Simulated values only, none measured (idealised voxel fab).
voxel wiring stack: a process module
Cross-sectional view cut (width: 255 nm; square cell size: 5 nm).
In what follows, cross-sections appear as grids of square cells, described through bands that run from the top down, where every band is one or more rows of cells. In this notation a band is specified by the heights of its top and bottom, in that order and in nm, after which its materials appear from left to right, each paired with its width in nm. The word "full width" attached to a single material means that material fills the band from edge to edge; the word "air" stands for empty space. A quick word on heights: they are counted from 0, and under that level the wafer as it came to us is one material throughout. The lowest band is different from the rest in having no bottom; it simply continues downward, written as in "0 down". Read "30->40" as a graded width: first number on top, second number at the bottom, same change between each pair of neighbouring rows. Any step labelled "nothing different" changed none of the cells in the cross-section. Listed in "Completely sealed voids": every empty space of 8 or more cells without an open way to the top. Form: width x height at distance, the distance being from the left edge, all in nm. Past the settings on a step's line: simulator remark, on that step. The "overlay nm" setting may appear on a step's line; for a step that uses a mask, it gives how far to the right of its planned position the mask lay, and a negative value indicates the left.

Planned process steps:
| 1 | RECEIVE with material Si |
| 2 | CONFORMAL_DEP with material SiO2, thk nm 15 |
| 3 | DIRECTIONAL_DEP with material TiN, thk nm 5 |
| 4 | DIRECTIONAL_DEP with material Ru, thk nm 20 |
| 5 | MASKED_ETCH with tone cover, mask id METAL_1, width nm 30, pitch nm 60, etch materials Ru, depth nm 20, overlay nm 0 |
| 6 | MASKED_ETCH with tone cover, mask id METAL_1, width nm 30, pitch nm 60, etch materials TiN, depth nm 5, overlay nm 0 |
| 7 | CONFORMAL_DEP with material SiN, thk nm 5 |
| 8 | FILL_DEP with material SiO2, thk nm 10 |
| 9 | CMP with height nm 40 |
| 10 | CONFORMAL_DEP with material SiCN, thk nm 5 |
| 11 | DIRECTIONAL_DEP with material lowk, thk nm 30 |
| 12 | PATTERN with tone open, mask id METAL_2, material resist, width nm 30, pitch nm 60, thk nm 15, overlay nm 0 |
| 13 | DIRECTIONAL_ETCH with etch materials lowk, depth nm 20 |
| 14 | STRIP with etch materials resist |
| 15 | MASKED_ETCH with tone open, mask id METAL_2_HOLES, width nm 15, pitch nm 120, etch materials lowk, depth nm 10, overlay nm 0 |
| 16 | MASKED_ETCH with tone open, mask id METAL_2_HOLES, width nm 15, pitch nm 120, etch materials SiCN, depth nm 5, overlay nm 0 |
| 17 | CONFORMAL_DEP with material TiN, thk nm 5 |
| 18 | FILL_DEP with material Cu, thk nm 5 |
| 19 | CMP with height nm 75 |
| 20 | CONFORMAL_DEP with material SiCN, thk nm 5 |
| 21 | DIRECTIONAL_DEP with material SiO2, thk nm 30 |
| 22 | MASKED_ETCH with tone open, mask id METAL_3, width nm 30, pitch nm 60, etch materials SiO2, depth nm 15, overlay nm 0 |
| 23 | MASKED_ETCH with tone open, mask id METAL_3_HOLES, width nm 15, pitch nm 120, etch materials SiO2, depth nm 15, overlay nm 0 |
| 24 | MASKED_ETCH with tone open, mask id METAL_3_HOLES, width nm 15, pitch nm 120, etch materials SiCN, depth nm 5, overlay nm 0 |
| 25 | CONFORMAL_DEP with material TiN, thk nm 5 |
| 26 | FILL_DEP with material Cu, thk nm 10 |
| 27 | CMP with height nm 110 |
| 28 | CONFORMAL_DEP with material SiCN, thk nm 5 |
| 29 | DIRECTIONAL_DEP with material SiO2, thk nm 30 |
| 30 | PATTERN with tone open, mask id METAL_4, material resist, width nm 30, pitch nm 60, thk nm 15, overlay nm 0 |
| 31 | DIRECTIONAL_ETCH with etch materials SiO2, depth nm 15 |
| 32 | STRIP with etch materials resist |
| 33 | MASKED_ETCH with tone open, mask id METAL_4_HOLES, width nm 15, pitch nm 60, etch materials SiO2, depth nm 15, overlay nm 0 |
| 34 | MASKED_ETCH with tone open, mask id METAL_4_HOLES, width nm 15, pitch nm 60, etch materials SiCN, depth nm 5, overlay nm 0 |
| 35 | CONFORMAL_DEP with material TiN, thk nm 5 |
| 36 | FILL_DEP with material Cu, thk nm 10 |
| 37 | CMP with height nm 145 |
| 38 | CONFORMAL_DEP with material SiN, thk nm 5 |

On the first of the two wafers: run conducted according to plan:

This is the cross-section of the wafer as we received it, i.e. after step 1:
* 0 down  Si full width
* Completely sealed voids: none

You're looking at a cross-section of the wafer after step 2:
* 15 to 0  SiO2 full width
* Anything lower than 0 is untouched.

You're looking at a cross-section of the wafer after step 3:
* 20 to 15  TiN full width
* Anything lower than 15 is untouched.

You're looking at a cross-section of the wafer after step 4:
* 40 to 20  Ru full width
* Anything lower than 20 is untouched.

You're looking at a cross-section of the wafer after step 5:
* 40 to 20  20 nm air / 30 nm Ru / 30 nm air / 30 nm Ru / 30 nm air / 30 nm Ru / 30 nm air / 30 nm Ru / 25 nm air
* Anything lower than 20 is untouched.

You're looking at a cross-section of the wafer after step 6:
* 40 to 20  20 nm air / 30 nm Ru / 30 nm air / 30 nm Ru / 30 nm air / 30 nm Ru / 30 nm air / 30 nm Ru / 25 nm air
* 20 to 15  20 nm air / 30 nm TiN / 30 nm air / 30 nm TiN / 30 nm air / 30 nm TiN / 30 nm air / 30 nm TiN / 25 nm air
* Anything lower than 15 is untouched.

You're looking at a cross-section of the wafer after step 7:
* 45 to 40  15 nm air / 40 nm SiN / 20 nm air / 40 nm SiN / 20 nm air / 40 nm SiN / 20 nm air / 40 nm SiN / 20 nm air
* 40 to 20  15 nm air / 5 nm SiN / 30 nm Ru / 5 nm SiN / 20 nm air / 5 nm SiN / 30 nm Ru / 5 nm SiN / 20 nm air / 5 nm SiN / 30 nm Ru / 5 nm SiN / 20 nm air / 5 nm SiN / 30 nm Ru / 5 nm SiN / 20 nm air
* 20 to 15  20 nm SiN / 30 nm TiN / 30 nm SiN / 30 nm TiN / 30 nm SiN / 30 nm TiN / 30 nm SiN / 30 nm TiN / 25 nm SiN
* Anything lower than 15 is untouched.

You're looking at a cross-section of the wafer after step 8:
* 55 to 45  SiO2 full width
* 45 to 40  15 nm SiO2 / 40 nm SiN / 20 nm SiO2 / 40 nm SiN / 20 nm SiO2 / 40 nm SiN / 20 nm SiO2 / 40 nm SiN / 20 nm SiO2
* 40 to 20  15 nm SiO2 / 5 nm SiN / 30 nm Ru / 5 nm SiN / 20 nm SiO2 / 5 nm SiN / 30 nm Ru / 5 nm SiN / 20 nm SiO2 / 5 nm SiN / 30 nm Ru / 5 nm SiN / 20 nm SiO2 / 5 nm SiN / 30 nm Ru / 5 nm SiN / 20 nm SiO2
* Anything lower than 20 is untouched.

You're looking at a cross-section of the wafer after step 9:
* 40 to 20  15 nm SiO2 / 5 nm SiN / 30 nm Ru / 5 nm SiN / 20 nm SiO2 / 5 nm SiN / 30 nm Ru / 5 nm SiN / 20 nm SiO2 / 5 nm SiN / 30 nm Ru / 5 nm SiN / 20 nm SiO2 / 5 nm SiN / 30 nm Ru / 5 nm SiN / 20 nm SiO2
* Anything lower than 20 is untouched.

You're looking at a cross-section of the wafer after step 10:
* 45 to 40  SiCN full width
* Anything lower than 40 is untouched.

You're looking at a cross-section of the wafer after step 11:
* 75 to 45  lowk full width
* Anything lower than 45 is untouched.

You're looking at a cross-section of the wafer after step 12:
* 90 to 75  20 nm resist / 30 nm air / 30 nm resist / 30 nm air / 30 nm resist / 30 nm air / 30 nm resist / 30 nm air / 25 nm resist
* Anything lower than 75 is untouched.

You're looking at a cross-section of the wafer after step 13:
* 90 to 75  20 nm resist / 30 nm air / 30 nm resist / 30 nm air / 30 nm resist / 30 nm air / 30 nm resist / 30 nm air / 25 nm resist
* 75 to 55  20 nm lowk / 30 nm air / 30 nm lowk / 30 nm air / 30 nm lowk / 30 nm air / 30 nm lowk / 30 nm air / 25 nm lowk
* Anything lower than 55 is untouched.

You're looking at a cross-section of the wafer after step 14:
* 75 to 55  20 nm lowk / 30 nm air / 30 nm lowk / 30 nm air / 30 nm lowk / 30 nm air / 30 nm lowk / 30 nm air / 25 nm lowk
* Anything lower than 55 is untouched.

You're looking at a cross-section of the wafer after step 15:
* 75 to 55  20 nm lowk / 30 nm air / 30 nm lowk / 30 nm air / 30 nm lowk / 30 nm air / 30 nm lowk / 30 nm air / 25 nm lowk
* 55 to 45  20 nm lowk / 15 nm air / 105 nm lowk / 15 nm air / 100 nm lowk
* Anything lower than 45 is untouched.

You're looking at a cross-section of the wafer after step 16:
* 75 to 55  20 nm lowk / 30 nm air / 30 nm lowk / 30 nm air / 30 nm lowk / 30 nm air / 30 nm lowk / 30 nm air / 25 nm lowk
* 55 to 45  20 nm lowk / 15 nm air / 105 nm lowk / 15 nm air / 100 nm lowk
* 45 to 40  20 nm SiCN / 15 nm air / 105 nm SiCN / 15 nm air / 100 nm SiCN
* Anything lower than 40 is untouched.

You're looking at a cross-section of the wafer after step 17:
* 80 to 75  25 nm TiN / 20 nm air / 40 nm TiN / 20 nm air / 40 nm TiN / 20 nm air / 40 nm TiN / 20 nm air / 30 nm TiN
* 75 to 60  20 nm lowk / 5 nm TiN / 20 nm air / 5 nm TiN / 30 nm lowk / 5 nm TiN / 20 nm air / 5 nm TiN / 30 nm lowk / 5 nm TiN / 20 nm air / 5 nm TiN / 30 nm lowk / 5 nm TiN / 20 nm air / 5 nm TiN / 25 nm lowk
* 60 to 55  20 nm lowk / 5 nm TiN / 5 nm air / 20 nm TiN / 30 nm lowk / 30 nm TiN / 30 nm lowk / 5 nm TiN / 5 nm air / 20 nm TiN / 30 nm lowk / 30 nm TiN / 25 nm lowk
* 55 to 45  20 nm lowk / 5 nm TiN / 5 nm air / 5 nm TiN / 105 nm lowk / 5 nm TiN / 5 nm air / 5 nm TiN / 100 nm lowk
* 45 to 40  20 nm SiCN / 15 nm TiN / 105 nm SiCN / 15 nm TiN / 100 nm SiCN
* Anything lower than 40 is untouched.

You're looking at a cross-section of the wafer after step 18:
* 85 to 80  Cu full width
* 80 to 75  25 nm TiN / 20 nm Cu / 40 nm TiN / 20 nm Cu / 40 nm TiN / 20 nm Cu / 40 nm TiN / 20 nm Cu / 30 nm TiN
* 75 to 60  20 nm lowk / 5 nm TiN / 20 nm Cu / 5 nm TiN / 30 nm lowk / 5 nm TiN / 20 nm Cu / 5 nm TiN / 30 nm lowk / 5 nm TiN / 20 nm Cu / 5 nm TiN / 30 nm lowk / 5 nm TiN / 20 nm Cu / 5 nm TiN / 25 nm lowk
* 60 to 55  20 nm lowk / 5 nm TiN / 5 nm Cu / 20 nm TiN / 30 nm lowk / 30 nm TiN / 30 nm lowk / 5 nm TiN / 5 nm Cu / 20 nm TiN / 30 nm lowk / 30 nm TiN / 25 nm lowk
* 55 to 45  20 nm lowk / 5 nm TiN / 5 nm Cu / 5 nm TiN / 105 nm lowk / 5 nm TiN / 5 nm Cu / 5 nm TiN / 100 nm lowk
* Anything lower than 45 is untouched.

You're looking at a cross-section of the wafer after step 19:
* 75 to 60  20 nm lowk / 5 nm TiN / 20 nm Cu / 5 nm TiN / 30 nm lowk / 5 nm TiN / 20 nm Cu / 5 nm TiN / 30 nm lowk / 5 nm TiN / 20 nm Cu / 5 nm TiN / 30 nm lowk / 5 nm TiN / 20 nm Cu / 5 nm TiN / 25 nm lowk
* Anything lower than 60 is untouched.

You're looking at a cross-section of the wafer after step 20:
* 80 to 75  SiCN full width
* Anything lower than 75 is untouched.

You're looking at a cross-section of the wafer after step 21:
* 110 to 80  SiO2 full width
* Anything lower than 80 is untouched.

You're looking at a cross-section of the wafer after step 22:
* 110 to 95  20 nm SiO2 / 30 nm air / 30 nm SiO2 / 30 nm air / 30 nm SiO2 / 30 nm air / 30 nm SiO2 / 30 nm air / 25 nm SiO2
* Anything lower than 95 is untouched.

You're looking at a cross-section of the wafer after step 23:
* 110 to 95  20 nm SiO2 / 30 nm air / 30 nm SiO2 / 30 nm air / 30 nm SiO2 / 30 nm air / 30 nm SiO2 / 30 nm air / 25 nm SiO2
* 95 to 80  20 nm SiO2 / 15 nm air / 105 nm SiO2 / 15 nm air / 100 nm SiO2
* Anything lower than 80 is untouched.

You're looking at a cross-section of the wafer after step 24:
* 110 to 95  20 nm SiO2 / 30 nm air / 30 nm SiO2 / 30 nm air / 30 nm SiO2 / 30 nm air / 30 nm SiO2 / 30 nm air / 25 nm SiO2
* 95 to 80  20 nm SiO2 / 15 nm air / 105 nm SiO2 / 15 nm air / 100 nm SiO2
* 80 to 75  20 nm SiCN / 15 nm air / 105 nm SiCN / 15 nm air / 100 nm SiCN
* Anything lower than 75 is untouched.

You're looking at a cross-section of the wafer after step 25:
* 115 to 110  25 nm TiN / 20 nm air / 40 nm TiN / 20 nm air / 40 nm TiN / 20 nm air / 40 nm TiN / 20 nm air / 30 nm TiN
* 110 to 100  20 nm SiO2 / 5 nm TiN / 20 nm air / 5 nm TiN / 30 nm SiO2 / 5 nm TiN / 20 nm air / 5 nm TiN / 30 nm SiO2 / 5 nm TiN / 20 nm air / 5 nm TiN / 30 nm SiO2 / 5 nm TiN / 20 nm air / 5 nm TiN / 25 nm SiO2
* 100 to 95  20 nm SiO2 / 5 nm TiN / 5 nm air / 20 nm TiN / 30 nm SiO2 / 30 nm TiN / 30 nm SiO2 / 5 nm TiN / 5 nm air / 20 nm TiN / 30 nm SiO2 / 30 nm TiN / 25 nm SiO2
* 95 to 80  20 nm SiO2 / 5 nm TiN / 5 nm air / 5 nm TiN / 105 nm SiO2 / 5 nm TiN / 5 nm air / 5 nm TiN / 100 nm SiO2
* 80 to 75  20 nm SiCN / 15 nm TiN / 105 nm SiCN / 15 nm TiN / 100 nm SiCN
* Anything lower than 75 is untouched.

You're looking at a cross-section of the wafer after step 26:
* 125 to 115  Cu full width
* 115 to 110  25 nm TiN / 20 nm Cu / 40 nm TiN / 20 nm Cu / 40 nm TiN / 20 nm Cu / 40 nm TiN / 20 nm Cu / 30 nm TiN
* 110 to 100  20 nm SiO2 / 5 nm TiN / 20 nm Cu / 5 nm TiN / 30 nm SiO2 / 5 nm TiN / 20 nm Cu / 5 nm TiN / 30 nm SiO2 / 5 nm TiN / 20 nm Cu / 5 nm TiN / 30 nm SiO2 / 5 nm TiN / 20 nm Cu / 5 nm TiN / 25 nm SiO2
* 100 to 95  20 nm SiO2 / 5 nm TiN / 5 nm Cu / 20 nm TiN / 30 nm SiO2 / 30 nm TiN / 30 nm SiO2 / 5 nm TiN / 5 nm Cu / 20 nm TiN / 30 nm SiO2 / 30 nm TiN / 25 nm SiO2
* 95 to 80  20 nm SiO2 / 5 nm TiN / 5 nm Cu / 5 nm TiN / 105 nm SiO2 / 5 nm TiN / 5 nm Cu / 5 nm TiN / 100 nm SiO2
* Anything lower than 80 is untouched.

You're looking at a cross-section of the wafer after step 27:
* 110 to 100  20 nm SiO2 / 5 nm TiN / 20 nm Cu / 5 nm TiN / 30 nm SiO2 / 5 nm TiN / 20 nm Cu / 5 nm TiN / 30 nm SiO2 / 5 nm TiN / 20 nm Cu / 5 nm TiN / 30 nm SiO2 / 5 nm TiN / 20 nm Cu / 5 nm TiN / 25 nm SiO2
* Anything lower than 100 is untouched.

You're looking at a cross-section of the wafer after step 28:
* 115 to 110  SiCN full width
* Anything lower than 110 is untouched.

You're looking at a cross-section of the wafer after step 29:
* 145 to 115  SiO2 full width
* Anything lower than 115 is untouched.

You're looking at a cross-section of the wafer after step 30:
* 160 to 145  20 nm resist / 30 nm air / 30 nm resist / 30 nm air / 30 nm resist / 30 nm air / 30 nm resist / 30 nm air / 25 nm resist
* Anything lower than 145 is untouched.

You're looking at a cross-section of the wafer after step 31:
* 160 to 145  20 nm resist / 30 nm air / 30 nm resist / 30 nm air / 30 nm resist / 30 nm air / 30 nm resist / 30 nm air / 25 nm resist
* 145 to 130  20 nm SiO2 / 30 nm air / 30 nm SiO2 / 30 nm air / 30 nm SiO2 / 30 nm air / 30 nm SiO2 / 30 nm air / 25 nm SiO2
* Anything lower than 130 is untouched.

You're looking at a cross-section of the wafer after step 32:
* 145 to 130  20 nm SiO2 / 30 nm air / 30 nm SiO2 / 30 nm air / 30 nm SiO2 / 30 nm air / 30 nm SiO2 / 30 nm air / 25 nm SiO2
* Anything lower than 130 is untouched.

You're looking at a cross-section of the wafer after step 33:
* 145 to 130  20 nm SiO2 / 30 nm air / 30 nm SiO2 / 30 nm air / 30 nm SiO2 / 30 nm air / 30 nm SiO2 / 30 nm air / 25 nm SiO2
* 130 to 115  20 nm SiO2 / 15 nm air / 45 nm SiO2 / 15 nm air / 45 nm SiO2 / 15 nm air / 45 nm SiO2 / 15 nm air / 40 nm SiO2
* Anything lower than 115 is untouched.

You're looking at a cross-section of the wafer after step 34:
* 145 to 130  20 nm SiO2 / 30 nm air / 30 nm SiO2 / 30 nm air / 30 nm SiO2 / 30 nm air / 30 nm SiO2 / 30 nm air / 25 nm SiO2
* 130 to 115  20 nm SiO2 / 15 nm air / 45 nm SiO2 / 15 nm air / 45 nm SiO2 / 15 nm air / 45 nm SiO2 / 15 nm air / 40 nm SiO2
* 115 to 110  20 nm SiCN / 15 nm air / 45 nm SiCN / 15 nm air / 45 nm SiCN / 15 nm air / 45 nm SiCN / 15 nm air / 40 nm SiCN
* Anything lower than 110 is untouched.

You're looking at a cross-section of the wafer after step 35:
* 150 to 145  25 nm TiN / 20 nm air / 40 nm TiN / 20 nm air / 40 nm TiN / 20 nm air / 40 nm TiN / 20 nm air / 30 nm TiN
* 145 to 135  20 nm SiO2 / 5 nm TiN / 20 nm air / 5 nm TiN / 30 nm SiO2 / 5 nm TiN / 20 nm air / 5 nm TiN / 30 nm SiO2 / 5 nm TiN / 20 nm air / 5 nm TiN / 30 nm SiO2 / 5 nm TiN / 20 nm air / 5 nm TiN / 25 nm SiO2
* 135 to 130  20 nm SiO2 / 5 nm TiN / 5 nm air / 20 nm TiN / 30 nm SiO2 / 5 nm TiN / 5 nm air / 20 nm TiN / 30 nm SiO2 / 5 nm TiN / 5 nm air / 20 nm TiN / 30 nm SiO2 / 5 nm TiN / 5 nm air / 20 nm TiN / 25 nm SiO2
* 130 to 115  20 nm SiO2 / 5 nm TiN / 5 nm air / 5 nm TiN / 45 nm SiO2 / 5 nm TiN / 5 nm air / 5 nm TiN / 45 nm SiO2 / 5 nm TiN / 5 nm air / 5 nm TiN / 45 nm SiO2 / 5 nm TiN / 5 nm air / 5 nm TiN / 40 nm SiO2
* 115 to 110  20 nm SiCN / 15 nm TiN / 45 nm SiCN / 15 nm TiN / 45 nm SiCN / 15 nm TiN / 45 nm SiCN / 15 nm TiN / 40 nm SiCN
* Anything lower than 110 is untouched.

You're looking at a cross-section of the wafer after step 36:
* 160 to 150  Cu full width
* 150 to 145  25 nm TiN / 20 nm Cu / 40 nm TiN / 20 nm Cu / 40 nm TiN / 20 nm Cu / 40 nm TiN / 20 nm Cu / 30 nm TiN
* 145 to 135  20 nm SiO2 / 5 nm TiN / 20 nm Cu / 5 nm TiN / 30 nm SiO2 / 5 nm TiN / 20 nm Cu / 5 nm TiN / 30 nm SiO2 / 5 nm TiN / 20 nm Cu / 5 nm TiN / 30 nm SiO2 / 5 nm TiN / 20 nm Cu / 5 nm TiN / 25 nm SiO2
* 135 to 130  20 nm SiO2 / 5 nm TiN / 5 nm Cu / 20 nm TiN / 30 nm SiO2 / 5 nm TiN / 5 nm Cu / 20 nm TiN / 30 nm SiO2 / 5 nm TiN / 5 nm Cu / 20 nm TiN / 30 nm SiO2 / 5 nm TiN / 5 nm Cu / 20 nm TiN / 25 nm SiO2
* 130 to 115  20 nm SiO2 / 5 nm TiN / 5 nm Cu / 5 nm TiN / 45 nm SiO2 / 5 nm TiN / 5 nm Cu / 5 nm TiN / 45 nm SiO2 / 5 nm TiN / 5 nm Cu / 5 nm TiN / 45 nm SiO2 / 5 nm TiN / 5 nm Cu / 5 nm TiN / 40 nm SiO2
* Anything lower than 115 is untouched.

You're looking at a cross-section of the wafer after step 37:
* 145 to 135  20 nm SiO2 / 5 nm TiN / 20 nm Cu / 5 nm TiN / 30 nm SiO2 / 5 nm TiN / 20 nm Cu / 5 nm TiN / 30 nm SiO2 / 5 nm TiN / 20 nm Cu / 5 nm TiN / 30 nm SiO2 / 5 nm TiN / 20 nm Cu / 5 nm TiN / 25 nm SiO2
* Anything lower than 135 is untouched.

You're looking at a cross-section of the wafer after step 38:
* 150 to 145  SiN full width
* Anything lower than 145 is untouched.

The second wafer was prepared from the same starting point and under the same plan as the first; its processing contained one mistake, and it remains indistinguishable from the first wafer up to and including step 29:

Second wafer cross-section, taken as of the time the plan sets for step 30 to be done:
* 160 to 145  15 nm resist / 30 nm air / 30 nm resist / 30 nm air / 30 nm resist / 30 nm air / 30 nm resist / 30 nm air / 30 nm resist
* Anything lower than 145 is untouched.

Second wafer cross-section, taken as of the time the plan sets for step 31 to be done:
* 160 to 145  15 nm resist / 30 nm air / 30 nm resist / 30 nm air / 30 nm resist / 30 nm air / 30 nm resist / 30 nm air / 30 nm resist
* 145 to 130  15 nm SiO2 / 30 nm air / 30 nm SiO2 / 30 nm air / 30 nm SiO2 / 30 nm air / 30 nm SiO2 / 30 nm air / 30 nm SiO2
* Anything lower than 130 is untouched.

Second wafer cross-section, taken as of the time the plan sets for step 32 to be done:
* 145 to 130  15 nm SiO2 / 30 nm air / 30 nm SiO2 / 30 nm air / 30 nm SiO2 / 30 nm air / 30 nm SiO2 / 30 nm air / 30 nm SiO2
* Anything lower than 130 is untouched.

Second wafer cross-section, taken as of the time the plan sets for step 33 to be done:
* 145 to 130  15 nm SiO2 / 30 nm air / 30 nm SiO2 / 30 nm air / 30 nm SiO2 / 30 nm air / 30 nm SiO2 / 30 nm air / 30 nm SiO2
* 130 to 115  20 nm SiO2 / 15 nm air / 45 nm SiO2 / 15 nm air / 45 nm SiO2 / 15 nm air / 45 nm SiO2 / 15 nm air / 40 nm SiO2
* Anything lower than 115 is untouched.

Second wafer cross-section, taken as of the time the plan sets for step 34 to be done:
* 145 to 130  15 nm SiO2 / 30 nm air / 30 nm SiO2 / 30 nm air / 30 nm SiO2 / 30 nm air / 30 nm SiO2 / 30 nm air / 30 nm SiO2
* 130 to 115  20 nm SiO2 / 15 nm air / 45 nm SiO2 / 15 nm air / 45 nm SiO2 / 15 nm air / 45 nm SiO2 / 15 nm air / 40 nm SiO2
* 115 to 110  20 nm SiCN / 15 nm air / 45 nm SiCN / 15 nm air / 45 nm SiCN / 15 nm air / 45 nm SiCN / 15 nm air / 40 nm SiCN
* Anything lower than 110 is untouched.

Second wafer cross-section, taken as of the time the plan sets for step 35 to be done:
* 150 to 145  20 nm TiN / 20 nm air / 40 nm TiN / 20 nm air / 40 nm TiN / 20 nm air / 40 nm TiN / 20 nm air / 35 nm TiN
* 145 to 135  15 nm SiO2 / 5 nm TiN / 20 nm air / 5 nm TiN / 30 nm SiO2 / 5 nm TiN / 20 nm air / 5 nm TiN / 30 nm SiO2 / 5 nm TiN / 20 nm air / 5 nm TiN / 30 nm SiO2 / 5 nm TiN / 20 nm air / 5 nm TiN / 30 nm SiO2
* 135 to 130  15 nm SiO2 / 10 nm TiN / 5 nm air / 15 nm TiN / 30 nm SiO2 / 10 nm TiN / 5 nm air / 15 nm TiN / 30 nm SiO2 / 10 nm TiN / 5 nm air / 15 nm TiN / 30 nm SiO2 / 10 nm TiN / 5 nm air / 15 nm TiN / 30 nm SiO2
* 130 to 115  20 nm SiO2 / 5 nm TiN / 5 nm air / 5 nm TiN / 45 nm SiO2 / 5 nm TiN / 5 nm air / 5 nm TiN / 45 nm SiO2 / 5 nm TiN / 5 nm air / 5 nm TiN / 45 nm SiO2 / 5 nm TiN / 5 nm air / 5 nm TiN / 40 nm SiO2
* 115 to 110  20 nm SiCN / 15 nm TiN / 45 nm SiCN / 15 nm TiN / 45 nm SiCN / 15 nm TiN / 45 nm SiCN / 15 nm TiN / 40 nm SiCN
* Anything lower than 110 is untouched.

Second wafer cross-section, taken as of the time the plan sets for step 36 to be done:
* 160 to 150  Cu full width
* 150 to 145  20 nm TiN / 20 nm Cu / 40 nm TiN / 20 nm Cu / 40 nm TiN / 20 nm Cu / 40 nm TiN / 20 nm Cu / 35 nm TiN
* 145 to 135  15 nm SiO2 / 5 nm TiN / 20 nm Cu / 5 nm TiN / 30 nm SiO2 / 5 nm TiN / 20 nm Cu / 5 nm TiN / 30 nm SiO2 / 5 nm TiN / 20 nm Cu / 5 nm TiN / 30 nm SiO2 / 5 nm TiN / 20 nm Cu / 5 nm TiN / 30 nm SiO2
* 135 to 130  15 nm SiO2 / 10 nm TiN / 5 nm Cu / 15 nm TiN / 30 nm SiO2 / 10 nm TiN / 5 nm Cu / 15 nm TiN / 30 nm SiO2 / 10 nm TiN / 5 nm Cu / 15 nm TiN / 30 nm SiO2 / 10 nm TiN / 5 nm Cu / 15 nm TiN / 30 nm SiO2
* 130 to 115  20 nm SiO2 / 5 nm TiN / 5 nm Cu / 5 nm TiN / 45 nm SiO2 / 5 nm TiN / 5 nm Cu / 5 nm TiN / 45 nm SiO2 / 5 nm TiN / 5 nm Cu / 5 nm TiN / 45 nm SiO2 / 5 nm TiN / 5 nm Cu / 5 nm TiN / 40 nm SiO2
* Anything lower than 115 is untouched.

Second wafer cross-section, taken as of the time the plan sets for step 37 to be done:
* 145 to 135  15 nm SiO2 / 5 nm TiN / 20 nm Cu / 5 nm TiN / 30 nm SiO2 / 5 nm TiN / 20 nm Cu / 5 nm TiN / 30 nm SiO2 / 5 nm TiN / 20 nm Cu / 5 nm TiN / 30 nm SiO2 / 5 nm TiN / 20 nm Cu / 5 nm TiN / 30 nm SiO2
* Anything lower than 135 is untouched.

Second wafer cross-section, taken as of the time the plan sets for step 38 to be done:
* 150 to 145  SiN full width
* Anything lower than 145 is untouched.
Error vs. plan: step 30 did not happen as planned, as run it was PATTERN with tone open, mask id METAL_4, material resist, width nm 30, pitch nm 60, thk nm 15, overlay nm -5
Matching per-material cell counts, mismatched positions: that is how the second wafer compares with the first at the end.
